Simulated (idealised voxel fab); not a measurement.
process module | voxel wiring stack
The cross-section shown here is cut; it is 275 nm wide and divided into square cells measuring 5 nm on a side.
When this document writes out a cross-section, it uses a grid of square cells and lists it as bands, beginning at the top and moving down, with a band standing for one or more rows of cells. Heads up on the band format: heights come first, top then bottom, in nm. After that it's the materials left to right, each with its width in nm. A single material flagged "everywhere" fills the whole band edge to edge, and "air" means there's empty space there. Where do heights start? At 0: under that level the wafer as delivered is made of one material only. And the lowest band has no floor; it just carries on downward, as in "0 -> down". It should be noted that a width expressed as "30 to 40" varies in equal increments from row to row of cells within the band, taking the value of the first number at the top row and that of the second number at the bottom row. The cross-section has no changed cell in any step marked "no alteration". Entry "Sealed void list" = empty spaces >= 8 cells with no open way to the top; each as width x height at distance, distance from left edge, all nm. Step line, after settings: the simulator's comment on this step. overlay nm: how far to the right of its planned place the mask lay on this masked step (negative: to the left).

Planned step list for the process:
step 1: RECEIVE [material Si]
step 2: CONFORMAL_DEP [material SiO2] [thk nm 10]
step 3: DIRECTIONAL_DEP [material TiN] [thk nm 5]
step 4: DIRECTIONAL_DEP [material W] [thk nm 25]
step 5: PATTERN [tone cover] [mask id METAL_1] [material resist] [width nm 20] [pitch nm 35] [thk nm 15] [overlay nm 0]
step 6: DIRECTIONAL_ETCH [etch materials W] [depth nm 25]
step 7: DIRECTIONAL_ETCH [etch materials TiN] [depth nm 5]
step 8: STRIP [etch materials resist]
step 9: FILL_DEP [material lowk] [thk nm 5]
step 10: CMP [height nm 40]
step 11: CONFORMAL_DEP [material SiCN] [thk nm 5]
step 12: DIRECTIONAL_DEP [material SiO2] [thk nm 15]
step 13: PATTERN [tone open] [mask id PLUG_1] [material resist] [width nm 15] [pitch nm 70] [thk nm 20] [overlay nm 0]
step 14: DIRECTIONAL_ETCH [etch materials SiO2] [depth nm 15]
step 15: DIRECTIONAL_ETCH [etch materials SiCN] [depth nm 5]
step 16: STRIP [etch materials resist]
step 17: EPI [material Ru] [thk nm 10]
step 18: EPI [material Ru] [thk nm 10]
step 19: DIRECTIONAL_DEP [material TiN] [thk nm 5]
step 20: DIRECTIONAL_DEP [material W] [thk nm 25]
step 21: DIRECTIONAL_DEP [material aC] [thk nm 15]
step 22: PATTERN [tone cover] [mask id METAL_2] [material resist] [width nm 20] [pitch nm 35] [thk nm 30] [overlay nm 0]
step 23: DIRECTIONAL_ETCH [etch materials aC] [depth nm 15]
step 24: STRIP [etch materials resist]
step 25: DIRECTIONAL_ETCH [etch materials W] [depth nm 25]
step 26: DIRECTIONAL_ETCH [etch materials TiN] [depth nm 5]
step 27: STRIP [etch materials aC]
step 28: FILL_DEP [material lowk] [thk nm 5]
step 29: CMP [height nm 90]
step 30: CONFORMAL_DEP [material SiCN] [thk nm 5]
step 31: DIRECTIONAL_DEP [material SiO2] [thk nm 10]
step 32: DIRECTIONAL_DEP [material aC] [thk nm 10]
step 33: PATTERN [tone open] [mask id PLUG_2] [material resist] [width nm 15] [pitch nm 70] [thk nm 25] [overlay nm 0]
step 34: DIRECTIONAL_ETCH [etch materials aC] [depth nm 10]
step 35: STRIP [etch materials resist]
step 36: DIRECTIONAL_ETCH [etch materials SiO2] [depth nm 10]
step 37: DIRECTIONAL_ETCH [etch materials SiCN] [depth nm 5]
step 38: STRIP [etch materials aC]
step 39: CONFORMAL_DEP [material TiN] [thk nm 5]
step 40: FILL_DEP [material Ru] [thk nm 5]
step 41: CMP [height nm 105]
step 42: CONFORMAL_DEP [material SiN] [thk nm 5]
step 43: DIRECTIONAL_DEP [material SiO2] [thk nm 15]
step 44: PATTERN [tone open] [mask id METAL_3] [material resist] [width nm 20] [pitch nm 35] [thk nm 20] [overlay nm 0]
step 45: DIRECTIONAL_ETCH [etch materials SiO2] [depth nm 15]
step 46: DIRECTIONAL_ETCH [etch materials SiN] [depth nm 5]
step 47: STRIP [etch materials resist]
step 48: CONFORMAL_DEP [material TiN] [thk nm 5]
step 49: FILL_DEP [material Cu] [thk nm 10]
step 50: CMP [height nm 125]
step 51: EPI [material Ru] [thk nm 5]
step 52: FILL_DEP [material SiCN] [thk nm 5]

First wafer, as planned:

Cross-section, incoming material, after step 1:
    0 -> down  Si everywhere
    Sealed void list: none

Wafer section view after processing step 2:
    10 -> 0  SiO2 everywhere
    Nothing below the height 0 has changed.

Wafer section view after processing step 3:
    15 -> 10  TiN everywhere
    Nothing below the height 10 has changed.

Wafer section view after processing step 4:
    40 -> 15  W everywhere
    Nothing below the height 15 has changed.

Wafer section view after processing step 5:
    55 -> 40  air (90) | resist (20) | air (15) | resist (20) | air (15) | resist (20) | air (95)
    Nothing below the height 40 has changed.

Wafer section view after processing step 6:
    55 -> 40  air (90) | resist (20) | air (15) | resist (20) | air (15) | resist (20) | air (95)
    40 -> 15  air (90) | W (20) | air (15) | W (20) | air (15) | W (20) | air (95)
    Nothing below the height 15 has changed.

Wafer section view after processing step 7:
    55 -> 40  air (90) | resist (20) | air (15) | resist (20) | air (15) | resist (20) | air (95)
    40 -> 15  air (90) | W (20) | air (15) | W (20) | air (15) | W (20) | air (95)
    15 -> 10  air (90) | TiN (20) | air (15) | TiN (20) | air (15) | TiN (20) | air (95)
    Nothing below the height 10 has changed.

Wafer section view after processing step 8:
    40 -> 15  air (90) | W (20) | air (15) | W (20) | air (15) | W (20) | air (95)
    Nothing below the height 15 has changed.

Wafer section view after processing step 9:
    45 -> 40  lowk everywhere
    40 -> 15  lowk (90) | W (20) | lowk (15) | W (20) | lowk (15) | W (20) | lowk (95)
    15 -> 10  lowk (90) | TiN (20) | lowk (15) | TiN (20) | lowk (15) | TiN (20) | lowk (95)
    Nothing below the height 10 has changed.

Wafer section view after processing step 10:
    40 -> 15  lowk (90) | W (20) | lowk (15) | W (20) | lowk (15) | W (20) | lowk (95)
    Nothing below the height 15 has changed.

Wafer section view after processing step 11:
    45 -> 40  SiCN everywhere
    Nothing below the height 40 has changed.

Wafer section view after processing step 12:
    60 -> 45  SiO2 everywhere
    Nothing below the height 45 has changed.

Wafer section view after processing step 13:
    80 -> 60  resist (90) | air (15) | resist (55) | air (15) | resist (100)
    Nothing below the height 60 has changed.

Wafer section view after processing step 14:
    80 -> 60  resist (90) | air (15) | resist (55) | air (15) | resist (100)
    60 -> 45  SiO2 (90) | air (15) | SiO2 (55) | air (15) | SiO2 (100)
    Nothing below the height 45 has changed.

Wafer section view after processing step 15:
    80 -> 60  resist (90) | air (15) | resist (55) | air (15) | resist (100)
    60 -> 45  SiO2 (90) | air (15) | SiO2 (55) | air (15) | SiO2 (100)
    45 -> 40  SiCN (90) | air (15) | SiCN (55) | air (15) | SiCN (100)
    Nothing below the height 40 has changed.

Wafer section view after processing step 16:
    60 -> 45  SiO2 (90) | air (15) | SiO2 (55) | air (15) | SiO2 (100)
    Nothing below the height 45 has changed.

Wafer section view after processing step 17:
    60 -> 50  SiO2 (90) | air (15) | SiO2 (55) | air (15) | SiO2 (100)
    50 -> 45  SiO2 (90) | Ru (15) | SiO2 (55) | Ru (15) | SiO2 (100)
    45 -> 40  SiCN (90) | Ru (15) | SiCN (55) | Ru (15) | SiCN (100)
    Nothing below the height 40 has changed.

Wafer section view after processing step 18:
    60 -> 45  SiO2 (90) | Ru (15) | SiO2 (55) | Ru (15) | SiO2 (100)
    Nothing below the height 45 has changed.

Wafer section view after processing step 19:
    65 -> 60  TiN everywhere
    Nothing below the height 60 has changed.

Wafer section view after processing step 20:
    90 -> 65  W everywhere
    Nothing below the height 65 has changed.

Wafer section view after processing step 21:
    105 -> 90  aC everywhere
    Nothing below the height 90 has changed.

Wafer section view after processing step 22:
    135 -> 105  air (90) | resist (20) | air (15) | resist (20) | air (15) | resist (20) | air (95)
    Nothing below the height 105 has changed.

Wafer section view after processing step 23:
    120 -> 105  air (90) | resist (20) | air (15) | resist (20) | air (15) | resist (20) | air (95)
    105 -> 90  air (90) | aC (20) | air (15) | aC (20) | air (15) | aC (20) | air (95)
    Nothing below the height 90 has changed.

Wafer section view after processing step 24:
    105 -> 90  air (90) | aC (20) | air (15) | aC (20) | air (15) | aC (20) | air (95)
    Nothing below the height 90 has changed.

Wafer section view after processing step 25:
    105 -> 90  air (90) | aC (20) | air (15) | aC (20) | air (15) | aC (20) | air (95)
    90 -> 65  air (90) | W (20) | air (15) | W (20) | air (15) | W (20) | air (95)
    Nothing below the height 65 has changed.

Wafer section view after processing step 26:
    105 -> 90  air (90) | aC (20) | air (15) | aC (20) | air (15) | aC (20) | air (95)
    90 -> 65  air (90) | W (20) | air (15) | W (20) | air (15) | W (20) | air (95)
    65 -> 60  air (90) | TiN (20) | air (15) | TiN (20) | air (15) | TiN (20) | air (95)
    Nothing below the height 60 has changed.

Wafer section view after processing step 27:
    90 -> 65  air (90) | W (20) | air (15) | W (20) | air (15) | W (20) | air (95)
    Nothing below the height 65 has changed.

Wafer section view after processing step 28:
    95 -> 90  lowk everywhere
    90 -> 65  lowk (90) | W (20) | lowk (15) | W (20) | lowk (15) | W (20) | lowk (95)
    65 -> 60  lowk (90) | TiN (20) | lowk (15) | TiN (20) | lowk (15) | TiN (20) | lowk (95)
    Nothing below the height 60 has changed.

Wafer section view after processing step 29:
    90 -> 65  lowk (90) | W (20) | lowk (15) | W (20) | lowk (15) | W (20) | lowk (95)
    Nothing below the height 65 has changed.

Wafer section view after processing step 30:
    95 -> 90  SiCN everywhere
    Nothing below the height 90 has changed.

Wafer section view after processing step 31:
    105 -> 95  SiO2 everywhere
    Nothing below the height 95 has changed.

Wafer section view after processing step 32:
    115 -> 105  aC everywhere
    Nothing below the height 105 has changed.

Wafer section view after processing step 33:
    140 -> 115  resist (90) | air (15) | resist (55) | air (15) | resist (100)
    Nothing below the height 115 has changed.

Wafer section view after processing step 34:
    130 -> 115  resist (90) | air (15) | resist (55) | air (15) | resist (100)
    115 -> 105  aC (90) | air (15) | aC (55) | air (15) | aC (100)
    Nothing below the height 105 has changed.

Wafer section view after processing step 35:
    115 -> 105  aC (90) | air (15) | aC (55) | air (15) | aC (100)
    Nothing below the height 105 has changed.

Wafer section view after processing step 36:
    115 -> 105  aC (90) | air (15) | aC (55) | air (15) | aC (100)
    105 -> 95  SiO2 (90) | air (15) | SiO2 (55) | air (15) | SiO2 (100)
    Nothing below the height 95 has changed.

Wafer section view after processing step 37:
    115 -> 105  aC (90) | air (15) | aC (55) | air (15) | aC (100)
    105 -> 95  SiO2 (90) | air (15) | SiO2 (55) | air (15) | SiO2 (100)
    95 -> 90  SiCN (90) | air (15) | SiCN (55) | air (15) | SiCN (100)
    Nothing below the height 90 has changed.

Wafer section view after processing step 38:
    105 -> 95  SiO2 (90) | air (15) | SiO2 (55) | air (15) | SiO2 (100)
    Nothing below the height 95 has changed.

Wafer section view after processing step 39:
    110 -> 105  TiN (95) | air (5) | TiN (65) | air (5) | TiN (105)
    105 -> 95  SiO2 (90) | TiN (5) | air (5) | TiN (5) | SiO2 (55) | TiN (5) | air (5) | TiN (5) | SiO2 (100)
    95 -> 90  SiCN (90) | TiN (15) | SiCN (55) | TiN (15) | SiCN (100)
    Nothing below the height 90 has changed.

Wafer section view after processing step 40:
    115 -> 110  Ru everywhere
    110 -> 105  TiN (95) | Ru (5) | TiN (65) | Ru (5) | TiN (105)
    105 -> 95  SiO2 (90) | TiN (5) | Ru (5) | TiN (5) | SiO2 (55) | TiN (5) | Ru (5) | TiN (5) | SiO2 (100)
    Nothing below the height 95 has changed.

Wafer section view after processing step 41:
    105 -> 95  SiO2 (90) | TiN (5) | Ru (5) | TiN (5) | SiO2 (55) | TiN (5) | Ru (5) | TiN (5) | SiO2 (100)
    Nothing below the height 95 has changed.

Wafer section view after processing step 42:
    110 -> 105  SiN everywhere
    Nothing below the height 105 has changed.

Wafer section view after processing step 43:
    125 -> 110  SiO2 everywhere
    Nothing below the height 110 has changed.

Wafer section view after processing step 44:
    145 -> 125  resist (90) | air (20) | resist (15) | air (20) | resist (15) | air (20) | resist (95)
    Nothing below the height 125 has changed.

Wafer section view after processing step 45:
    145 -> 125  resist (90) | air (20) | resist (15) | air (20) | resist (15) | air (20) | resist (95)
    125 -> 110  SiO2 (90) | air (20) | SiO2 (15) | air (20) | SiO2 (15) | air (20) | SiO2 (95)
    Nothing below the height 110 has changed.

Wafer section view after processing step 46:
    145 -> 125  resist (90) | air (20) | resist (15) | air (20) | resist (15) | air (20) | resist (95)
    125 -> 110  SiO2 (90) | air (20) | SiO2 (15) | air (20) | SiO2 (15) | air (20) | SiO2 (95)
    110 -> 105  SiN (90) | air (20) | SiN (15) | air (20) | SiN (15) | air (20) | SiN (95)
    Nothing below the height 105 has changed.

Wafer section view after processing step 47:
    125 -> 110  SiO2 (90) | air (20) | SiO2 (15) | air (20) | SiO2 (15) | air (20) | SiO2 (95)
    Nothing below the height 110 has changed.

Wafer section view after processing step 48:
    130 -> 125  TiN (95) | air (10) | TiN (25) | air (10) | TiN (25) | air (10) | TiN (100)
    125 -> 110  SiO2 (90) | TiN (5) | air (10) | TiN (5) | SiO2 (15) | TiN (5) | air (10) | TiN (5) | SiO2 (15) | TiN (5) | air (10) | TiN (5) | SiO2 (95)
    110 -> 105  SiN (90) | TiN (20) | SiN (15) | TiN (20) | SiN (15) | TiN (20) | SiN (95)
    Nothing below the height 105 has changed.

Wafer section view after processing step 49:
    140 -> 130  Cu everywhere
    130 -> 125  TiN (95) | Cu (10) | TiN (25) | Cu (10) | TiN (25) | Cu (10) | TiN (100)
    125 -> 110  SiO2 (90) | TiN (5) | Cu (10) | TiN (5) | SiO2 (15) | TiN (5) | Cu (10) | TiN (5) | SiO2 (15) | TiN (5) | Cu (10) | TiN (5) | SiO2 (95)
    Nothing below the height 110 has changed.

Wafer section view after processing step 50:
    125 -> 110  SiO2 (90) | TiN (5) | Cu (10) | TiN (5) | SiO2 (15) | TiN (5) | Cu (10) | TiN (5) | SiO2 (15) | TiN (5) | Cu (10) | TiN (5) | SiO2 (95)
    Nothing below the height 110 has changed.

Wafer section view after processing step 51:
    130 -> 125  air (85) | Ru (30) | air (5) | Ru (30) | air (5) | Ru (30) | air (90)
    Nothing below the height 125 has changed.

Wafer section view after processing step 52:
    135 -> 130  SiCN everywhere
    130 -> 125  SiCN (85) | Ru (30) | SiCN (5) | Ru (30) | SiCN (5) | Ru (30) | SiCN (90)
    Nothing below the height 125 has changed.

Here the second wafer is described. Its start and its plan were those of the first wafer. Its run contained one mistake. Up to and including step 32, it did exactly what the first wafer did:

Second wafer: cross-section at the scheduled end of step 33:
    140 -> 115  resist (90) | air (20) | resist (50) | air (20) | resist (95)
    Nothing below the height 115 has changed.

Second wafer: cross-section at the scheduled end of step 34:
    130 -> 115  resist (90) | air (20) | resist (50) | air (20) | resist (95)
    115 -> 105  aC (90) | air (20) | aC (50) | air (20) | aC (95)
    Nothing below the height 105 has changed.

Second wafer: cross-section at the scheduled end of step 35:
    115 -> 105  aC (90) | air (20) | aC (50) | air (20) | aC (95)
    Nothing below the height 105 has changed.

Second wafer: cross-section at the scheduled end of step 36:
    115 -> 105  aC (90) | air (20) | aC (50) | air (20) | aC (95)
    105 -> 95  SiO2 (90) | air (20) | SiO2 (50) | air (20) | SiO2 (95)
    Nothing below the height 95 has changed.

Second wafer: cross-section at the scheduled end of step 37:
    115 -> 105  aC (90) | air (20) | aC (50) | air (20) | aC (95)
    105 -> 95  SiO2 (90) | air (20) | SiO2 (50) | air (20) | SiO2 (95)
    95 -> 90  SiCN (90) | air (20) | SiCN (50) | air (20) | SiCN (95)
    Nothing below the height 90 has changed.

Second wafer: cross-section at the scheduled end of step 38:
    105 -> 95  SiO2 (90) | air (20) | SiO2 (50) | air (20) | SiO2 (95)
    Nothing below the height 95 has changed.

Second wafer: cross-section at the scheduled end of step 39:
    110 -> 105  TiN (95) | air (10) | TiN (60) | air (10) | TiN (100)
    105 -> 95  SiO2 (90) | TiN (5) | air (10) | TiN (5) | SiO2 (50) | TiN (5) | air (10) | TiN (5) | SiO2 (95)
    95 -> 90  SiCN (90) | TiN (20) | SiCN (50) | TiN (20) | SiCN (95)
    Nothing below the height 90 has changed.

Second wafer: cross-section at the scheduled end of step 40:
    115 -> 110  Ru everywhere
    110 -> 105  TiN (95) | Ru (10) | TiN (60) | Ru (10) | TiN (100)
    105 -> 95  SiO2 (90) | TiN (5) | Ru (10) | TiN (5) | SiO2 (50) | TiN (5) | Ru (10) | TiN (5) | SiO2 (95)
    Nothing below the height 95 has changed.

Second wafer: cross-section at the scheduled end of step 41:
    105 -> 95  SiO2 (90) | TiN (5) | Ru (10) | TiN (5) | SiO2 (50) | TiN (5) | Ru (10) | TiN (5) | SiO2 (95)
    Nothing below the height 95 has changed.

Second wafer: cross-section at the scheduled end of step 42:
    110 -> 105  SiN everywhere
    Nothing below the height 105 has changed.

Second wafer: cross-section at the scheduled end of step 43:
    125 -> 110  SiO2 everywhere
    Nothing below the height 110 has changed.

Second wafer: cross-section at the scheduled end of step 44:
    145 -> 125  resist (90) | air (20) | resist (15) | air (20) | resist (15) | air (20) | resist (95)
    Nothing below the height 125 has changed.

Second wafer: cross-section at the scheduled end of step 45:
    145 -> 125  resist (90) | air (20) | resist (15) | air (20) | resist (15) | air (20) | resist (95)
    125 -> 110  SiO2 (90) | air (20) | SiO2 (15) | air (20) | SiO2 (15) | air (20) | SiO2 (95)
    Nothing below the height 110 has changed.

Second wafer: cross-section at the scheduled end of step 46:
    145 -> 125  resist (90) | air (20) | resist (15) | air (20) | resist (15) | air (20) | resist (95)
    125 -> 110  SiO2 (90) | air (20) | SiO2 (15) | air (20) | SiO2 (15) | air (20) | SiO2 (95)
    110 -> 105  SiN (90) | air (20) | SiN (15) | air (20) | SiN (15) | air (20) | SiN (95)
    Nothing below the height 105 has changed.

Second wafer: cross-section at the scheduled end of step 47:
    125 -> 110  SiO2 (90) | air (20) | SiO2 (15) | air (20) | SiO2 (15) | air (20) | SiO2 (95)
    Nothing below the height 110 has changed.

Second wafer: cross-section at the scheduled end of step 48:
    130 -> 125  TiN (95) | air (10) | TiN (25) | air (10) | TiN (25) | air (10) | TiN (100)
    125 -> 110  SiO2 (90) | TiN (5) | air (10) | TiN (5) | SiO2 (15) | TiN (5) | air (10) | TiN (5) | SiO2 (15) | TiN (5) | air (10) | TiN (5) | SiO2 (95)
    110 -> 105  SiN (90) | TiN (20) | SiN (15) | TiN (20) | SiN (15) | TiN (20) | SiN (95)
    Nothing below the height 105 has changed.

Second wafer: cross-section at the scheduled end of step 49:
    140 -> 130  Cu everywhere
    130 -> 125  TiN (95) | Cu (10) | TiN (25) | Cu (10) | TiN (25) | Cu (10) | TiN (100)
    125 -> 110  SiO2 (90) | TiN (5) | Cu (10) | TiN (5) | SiO2 (15) | TiN (5) | Cu (10) | TiN (5) | SiO2 (15) | TiN (5) | Cu (10) | TiN (5) | SiO2 (95)
    Nothing below the height 110 has changed.

Second wafer: cross-section at the scheduled end of step 50:
    125 -> 110  SiO2 (90) | TiN (5) | Cu (10) | TiN (5) | SiO2 (15) | TiN (5) | Cu (10) | TiN (5) | SiO2 (15) | TiN (5) | Cu (10) | TiN (5) | SiO2 (95)
    Nothing below the height 110 has changed.

Second wafer: cross-section at the scheduled end of step 51:
    130 -> 125  air (85) | Ru (30) | air (5) | Ru (30) | air (5) | Ru (30) | air (90)
    Nothing below the height 125 has changed.

Second wafer: cross-section at the scheduled end of step 52:
    135 -> 130  SiCN everywhere
    130 -> 125  SiCN (85) | Ru (30) | SiCN (5) | Ru (30) | SiCN (5) | Ru (30) | SiCN (90)
    Nothing below the height 125 has changed.
What went wrong in running the wafer? in deviation from the planned setting, step 33 was conducted as PATTERN [tone open] [mask id PLUG_2] [material resist] [width nm 20] [pitch nm 70] [thk nm 25] [overlay nm 0]
Heads up, by the end the second wafer has more or fewer cells of some materials compared to the first: +4 Ru | -2 SiCN | -4 SiO2 | +2 TiN
